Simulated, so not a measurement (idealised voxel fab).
Documented hereafter: the process module known as voxel self aligned vias.
FYI the section here is cut, 210 nm wide, cells are 5 nm squares.
If you're reading a cross-section in this doc, picture square cells in a grid; it comes to you as bands, top ones listed first down to the bottom, and a band can be one or more rows of cells. Band: top and bottom heights (nm) first, top before bottom; then materials from left to right, widths in nm. "everywhere" marks a sole material filling the band edge to edge. "blank" denotes empty space. Note: height 0 marks the level under which the wafer is uniformly one material as received. Lowest band unbounded below, written "0 down". When a width is written as two numbers, as in "30..40", the first number is the width in the top row of cells of the band and the second is the width in its bottom row, and the width changes by the same amount from each row to the next. No cell of the cross-section changed in a step that is given as "no alteration". Each empty space that has no open way to the top and spans at least 8 cells appears under "Voids, fully enclosed" as width x height at distance, the distance counted from the left edge, all in nm. If you see something after the settings on a step's line, that's the simulator's own remark about that step. overlay nm: where the mask lay relative to plan, measured to the right, on steps with a mask; negatives go left.

The process steps that were planned are listed below
1) op RECEIVE | material Si
2) op CONFORMAL_DEP | material SiO2 | thk nm 10
3) op CONFORMAL_DEP | material SiCN | thk nm 5
4) op DIRECTIONAL_DEP | material lowk | thk nm 25
5) op MASKED_ETCH | tone open | mask id LINES | width nm 30 | pitch nm 60 | etch materials lowk | depth nm 25 | overlay nm 0
6) op CONFORMAL_DEP | material TiN | thk nm 5
7) op FILL_DEP | material W | thk nm 10
8) op CMP | height nm 40
9) op SELECTIVE_ETCH | etch materials W Ru TiN | depth nm 10
10) op FILL_DEP | material SiN | thk nm 10
11) op CMP | height nm 40
12) op DIRECTIONAL_DEP | material lowk | thk nm 20
13) op MASKED_ETCH | tone open | mask id VIAS | width nm 40 | pitch nm 60 | etch materials lowk | depth nm 20 | overlay nm 0
14) op MASKED_ETCH | tone open | mask id VIAS | width nm 40 | pitch nm 60 | etch materials SiN | depth nm 10 | overlay nm 0
15) op CONFORMAL_DEP | material TiN | thk nm 5
16) op FILL_DEP | material Ru | thk nm 5
17) op CMP | height nm 60
18) op CONFORMAL_DEP | material SiN | thk nm 5

The following pertains to the first of two wafers, which was processed as planned

Cross-section of the incoming wafer, state after step 1
	0 down  Si everywhere
	Voids, fully enclosed: none

Take a look at the wafer's cross-section after step 2
	10 to 0  SiO2 everywhere
	All layers under 0 are left as they were.

Take a look at the wafer's cross-section after step 3
	15 to 10  SiCN everywhere
	All layers under 10 are left as they were.

Take a look at the wafer's cross-section after step 4
	40 to 15  lowk everywhere
	All layers under 15 are left as they were.

Take a look at the wafer's cross-section after step 5
	40 to 15  lowk 30 nm, blank 30 nm, lowk 30 nm, blank 30 nm, lowk 30 nm, blank 30 nm, lowk 30 nm
	All layers under 15 are left as they were.

Take a look at the wafer's cross-section after step 6
	45 to 40  TiN 35 nm, blank 20 nm, TiN 40 nm, blank 20 nm, TiN 40 nm, blank 20 nm, TiN 35 nm
	40 to 20  lowk 30 nm, TiN 5 nm, blank 20 nm, TiN 5 nm, lowk 30 nm, TiN 5 nm, blank 20 nm, TiN 5 nm, lowk 30 nm, TiN 5 nm, blank 20 nm, TiN 5 nm, lowk 30 nm
	20 to 15  lowk 30 nm, TiN 30 nm, lowk 30 nm, TiN 30 nm, lowk 30 nm, TiN 30 nm, lowk 30 nm
	All layers under 15 are left as they were.

Take a look at the wafer's cross-section after step 7
	55 to 45  W everywhere
	45 to 40  TiN 35 nm, W 20 nm, TiN 40 nm, W 20 nm, TiN 40 nm, W 20 nm, TiN 35 nm
	40 to 20  lowk 30 nm, TiN 5 nm, W 20 nm, TiN 5 nm, lowk 30 nm, TiN 5 nm, W 20 nm, TiN 5 nm, lowk 30 nm, TiN 5 nm, W 20 nm, TiN 5 nm, lowk 30 nm
	All layers under 20 are left as they were.

Take a look at the wafer's cross-section after step 8
	40 to 20  lowk 30 nm, TiN 5 nm, W 20 nm, TiN 5 nm, lowk 30 nm, TiN 5 nm, W 20 nm, TiN 5 nm, lowk 30 nm, TiN 5 nm, W 20 nm, TiN 5 nm, lowk 30 nm
	All layers under 20 are left as they were.

Take a look at the wafer's cross-section after step 9
	40 to 30  lowk 30 nm, blank 30 nm, lowk 30 nm, blank 30 nm, lowk 30 nm, blank 30 nm, lowk 30 nm
	All layers under 30 are left as they were.

Take a look at the wafer's cross-section after step 10
	50 to 40  SiN everywhere
	40 to 30  lowk 30 nm, SiN 30 nm, lowk 30 nm, SiN 30 nm, lowk 30 nm, SiN 30 nm, lowk 30 nm
	All layers under 30 are left as they were.

Take a look at the wafer's cross-section after step 11
	40 to 30  lowk 30 nm, SiN 30 nm, lowk 30 nm, SiN 30 nm, lowk 30 nm, SiN 30 nm, lowk 30 nm
	All layers under 30 are left as they were.

Take a look at the wafer's cross-section after step 12
	60 to 40  lowk everywhere
	All layers under 40 are left as they were.

Take a look at the wafer's cross-section after step 13
	60 to 40  lowk 25 nm, blank 40 nm, lowk 20 nm, blank 40 nm, lowk 20 nm, blank 40 nm, lowk 25 nm
	All layers under 40 are left as they were.

Take a look at the wafer's cross-section after step 14
	60 to 40  lowk 25 nm, blank 40 nm, lowk 20 nm, blank 40 nm, lowk 20 nm, blank 40 nm, lowk 25 nm
	40 to 30  lowk 30 nm, blank 30 nm, lowk 30 nm, blank 30 nm, lowk 30 nm, blank 30 nm, lowk 30 nm
	All layers under 30 are left as they were.

Take a look at the wafer's cross-section after step 15
	65 to 60  TiN 30 nm, blank 30 nm, TiN 30 nm, blank 30 nm, TiN 30 nm, blank 30 nm, TiN 30 nm
	60 to 45  lowk 25 nm, TiN 5 nm, blank 30 nm, TiN 5 nm, lowk 20 nm, TiN 5 nm, blank 30 nm, TiN 5 nm, lowk 20 nm, TiN 5 nm, blank 30 nm, TiN 5 nm, lowk 25 nm
	45 to 35  lowk 25..30 nm, TiN 10..5 nm, blank 20 nm, TiN 10..5 nm, lowk 20..30 nm, TiN 10..5 nm, blank 20 nm, TiN 10..5 nm, lowk 20..30 nm, TiN 10..5 nm, blank 20 nm, TiN 10..5 nm, lowk 25..30 nm
	35 to 30  lowk 30 nm, TiN 30 nm, lowk 30 nm, TiN 30 nm, lowk 30 nm, TiN 30 nm, lowk 30 nm
	All layers under 30 are left as they were.

Take a look at the wafer's cross-section after step 16
	70 to 65  Ru everywhere
	65 to 60  TiN 30 nm, Ru 30 nm, TiN 30 nm, Ru 30 nm, TiN 30 nm, Ru 30 nm, TiN 30 nm
	60 to 45  lowk 25 nm, TiN 5 nm, Ru 30 nm, TiN 5 nm, lowk 20 nm, TiN 5 nm, Ru 30 nm, TiN 5 nm, lowk 20 nm, TiN 5 nm, Ru 30 nm, TiN 5 nm, lowk 25 nm
	45 to 35  lowk 25..30 nm, TiN 10..5 nm, Ru 20 nm, TiN 10..5 nm, lowk 20..30 nm, TiN 10..5 nm, Ru 20 nm, TiN 10..5 nm, lowk 20..30 nm, TiN 10..5 nm, Ru 20 nm, TiN 10..5 nm, lowk 25..30 nm
	All layers under 35 are left as they were.

Take a look at the wafer's cross-section after step 17
	60 to 45  lowk 25 nm, TiN 5 nm, Ru 30 nm, TiN 5 nm, lowk 20 nm, TiN 5 nm, Ru 30 nm, TiN 5 nm, lowk 20 nm, TiN 5 nm, Ru 30 nm, TiN 5 nm, lowk 25 nm
	All layers under 45 are left as they were.

Take a look at the wafer's cross-section after step 18
	65 to 60  SiN everywhere
	All layers under 60 are left as they were.

The second wafer began exactly as the first did and followed the same plan, but one mistake was made while running it; through step 11 inclusive, the two wafers are identical

Cross-section of the second wafer at the time step 12 of the plan should have ended
	40 to 30  lowk 25 nm, blank 5 nm, SiN 30 nm, blank 5 nm, lowk 20 nm, blank 5 nm, SiN 30 nm, blank 5 nm, lowk 20 nm, blank 5 nm, SiN 30 nm, blank 5 nm, lowk 25 nm
	30 to 20  lowk 25 nm, blank 5 nm, TiN 5 nm, W 20 nm, TiN 5 nm, blank 5 nm, lowk 20 nm, blank 5 nm, TiN 5 nm, W 20 nm, TiN 5 nm, blank 5 nm, lowk 20 nm, blank 5 nm, TiN 5 nm, W 20 nm, TiN 5 nm, blank 5 nm, lowk 25 nm
	All layers under 20 are left as they were.

Cross-section of the second wafer at the time step 13 of the plan should have ended
	60 to 40  lowk 25 nm, blank 5 nm, lowk 30 nm, blank 5 nm, lowk 20 nm, blank 5 nm, lowk 30 nm, blank 5 nm, lowk 20 nm, blank 5 nm, lowk 30 nm, blank 5 nm, lowk 25 nm
	40 to 30  lowk 30 nm, SiN 30 nm, lowk 30 nm, SiN 30 nm, lowk 30 nm, SiN 30 nm, lowk 30 nm
	30 to 20  lowk 30 nm, TiN 5 nm, W 20 nm, TiN 5 nm, lowk 30 nm, TiN 5 nm, W 20 nm, TiN 5 nm, lowk 30 nm, TiN 5 nm, W 20 nm, TiN 5 nm, lowk 30 nm
	All layers under 20 are left as they were.

Cross-section of the second wafer at the time step 14 of the plan should have ended: no alteration

Cross-section of the second wafer at the time step 15 of the plan should have ended
	65 to 60  TiN everywhere
	60 to 40  lowk 25 nm, TiN 5 nm, lowk 30 nm, TiN 5 nm, lowk 20 nm, TiN 5 nm, lowk 30 nm, TiN 5 nm, lowk 20 nm, TiN 5 nm, lowk 30 nm, TiN 5 nm, lowk 25 nm
	All layers under 40 are left as they were.

Cross-section of the second wafer at the time step 16 of the plan should have ended
	70 to 65  Ru everywhere
	All layers under 65 are left as they were.

Cross-section of the second wafer at the time step 17 of the plan should have ended
	60 to 40  lowk 25 nm, TiN 5 nm, lowk 30 nm, TiN 5 nm, lowk 20 nm, TiN 5 nm, lowk 30 nm, TiN 5 nm, lowk 20 nm, TiN 5 nm, lowk 30 nm, TiN 5 nm, lowk 25 nm
	All layers under 40 are left as they were.

Cross-section of the second wafer at the time step 18 of the plan should have ended
	65 to 60  SiN everywhere
	All layers under 60 are left as they were.
Here's what went sideways: a sequencing error occurred in which plan steps 12 and 13 were transposed
Final cells, second wafer relative to first, materials higher or lower: 78 fewer of Ru | 36 more of SiN | 30 fewer of TiN | 72 more of lowk
